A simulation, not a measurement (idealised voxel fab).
The following is a process module called voxel trench capacitor.
The cross-section on display is named cut; it measures 215 nm wide, and its cells are 5 nm squares.
Format of a cross-section: grid, square cells. Given as bands. Order: top down. Band: one or more rows of cells.
Band: top height; bottom height; in nm. Then, left to right: material with width in nm, for each material. "all across": a single material spanning edge to edge. "blank": empty space.
A quick word on heights: they are counted from 0, and under that level the wafer as it came to us is one material throughout. The lowest band is different from the rest in having no bottom; it simply continues downward, written as in "z 0 and below".
Top row gets the first number, bottom row gets the second, and each row in between changes by the same step: that is how a band width like "30->40" works.
"no change occurred" for a step: no cell of the cross-section changed in that step.
Entry "Entrapped voids" = empty spaces >= 8 cells with no open way to the top; each as width x height at distance, distance from left edge, all nm.
Heads up: the bit after the settings on a step's line is the simulator's remark on that step.
overlay nm, on a step with a mask: how far to the right of its planned place the mask lay; to the left if negative
List of planned process steps:
1,RECEIVE [material Si]
2,CONFORMAL_DEP [material SiN] [thk nm 10]
3,DIRECTIONAL_DEP [material aC] [thk nm 15]
4,PATTERN [tone open] [mask id TRENCH] [material resist] [width nm 30] [pitch nm 50] [thk nm 30] [overlay nm 0]
5,DIRECTIONAL_ETCH [etch materials aC] [depth nm 15]
6,STRIP [etch materials resist]
7,DIRECTIONAL_ETCH [etch materials SiN] [depth nm 10]
8,DIRECTIONAL_ETCH [etch materials Si] [depth nm 35]
9,STRIP [etch materials aC]
10,CONFORMAL_DEP [material HfO2] [thk nm 5]
11,CONFORMAL_DEP [material TiN] [thk nm 5]
12,FILL_DEP [material W] [thk nm 10]
13,CMP [height nm 10]
Step 1 complete: cross-section of the wafer as received:
- z 0 and below | Si all across
- Entrapped voids: none
Post-module cross-section of the first of two wafers (run per plan):
- z 10 to 0 | 15 nm SiN / 5 nm HfO2 / 5 nm TiN / 10 nm W / 5 nm TiN / 5 nm HfO2 / 20 nm SiN / 5 nm HfO2 / 5 nm TiN / 10 nm W / 5 nm TiN / 5 nm HfO2 / 20 nm SiN / 5 nm HfO2 / 5 nm TiN / 10 nm W / 5 nm TiN / 5 nm HfO2 / 20 nm SiN / 5 nm HfO2 / 5 nm TiN / 10 nm W / 5 nm TiN / 5 nm HfO2 / 20 nm SiN
- z 0 to -25 | 15 nm Si / 5 nm HfO2 / 5 nm TiN / 10 nm W / 5 nm TiN / 5 nm HfO2 / 20 nm Si / 5 nm HfO2 / 5 nm TiN / 10 nm W / 5 nm TiN / 5 nm HfO2 / 20 nm Si / 5 nm HfO2 / 5 nm TiN / 10 nm W / 5 nm TiN / 5 nm HfO2 / 20 nm Si / 5 nm HfO2 / 5 nm TiN / 10 nm W / 5 nm TiN / 5 nm HfO2 / 20 nm Si
- z -25 to -30 | 15 nm Si / 5 nm HfO2 / 20 nm TiN / 5 nm HfO2 / 20 nm Si / 5 nm HfO2 / 20 nm TiN / 5 nm HfO2 / 20 nm Si / 5 nm HfO2 / 20 nm TiN / 5 nm HfO2 / 20 nm Si / 5 nm HfO2 / 20 nm TiN / 5 nm HfO2 / 20 nm Si
- z -30 to -35 | 15 nm Si / 30 nm HfO2 / 20 nm Si / 30 nm HfO2 / 20 nm Si / 30 nm HfO2 / 20 nm Si / 30 nm HfO2 / 20 nm Si
- z -35 and below | Si all across
- Entrapped voids: none
What the second wafer looks like in cross-section once the module is done. Its start and its plan matched the first wafer's exactly; what differed was one mistake in how it was run:
- z 10 to 0 | 15 nm SiN / 5 nm HfO2 / 5 nm TiN / 15 nm W / 5 nm TiN / 5 nm HfO2 / 15 nm SiN / 5 nm HfO2 / 5 nm TiN / 15 nm W / 5 nm TiN / 5 nm HfO2 / 15 nm SiN / 5 nm HfO2 / 5 nm TiN / 15 nm W / 5 nm TiN / 5 nm HfO2 / 15 nm SiN / 5 nm HfO2 / 5 nm TiN / 15 nm W / 5 nm TiN / 5 nm HfO2 / 15 nm SiN
- z 0 to -25 | 15 nm Si / 5 nm HfO2 / 5 nm TiN / 15 nm W / 5 nm TiN / 5 nm HfO2 / 15 nm Si / 5 nm HfO2 / 5 nm TiN / 15 nm W / 5 nm TiN / 5 nm HfO2 / 15 nm Si / 5 nm HfO2 / 5 nm TiN / 15 nm W / 5 nm TiN / 5 nm HfO2 / 15 nm Si / 5 nm HfO2 / 5 nm TiN / 15 nm W / 5 nm TiN / 5 nm HfO2 / 15 nm Si
- z -25 to -30 | 15 nm Si / 5 nm HfO2 / 25 nm TiN / 5 nm HfO2 / 15 nm Si / 5 nm HfO2 / 25 nm TiN / 5 nm HfO2 / 15 nm Si / 5 nm HfO2 / 25 nm TiN / 5 nm HfO2 / 15 nm Si / 5 nm HfO2 / 25 nm TiN / 5 nm HfO2 / 15 nm Si
- z -30 to -35 | 15 nm Si / 35 nm HfO2 / 15 nm Si / 35 nm HfO2 / 15 nm Si / 35 nm HfO2 / 15 nm Si / 35 nm HfO2 / 15 nm Si
- z -35 and below | Si all across
- Entrapped voids: none
Processing error: the process deviated at step 4: the operation and settings actually run there were PATTERN [tone open] [mask id TRENCH] [material resist] [width nm 35] [pitch nm 50] [thk nm 30] [overlay nm 0]
The closing comparison, in cells, has the second wafer with more or fewer of some materials than the first: HfO2: 4 more | Si: 28 fewer | SiN: 8 fewer | TiN: 4 more | W: 28 more
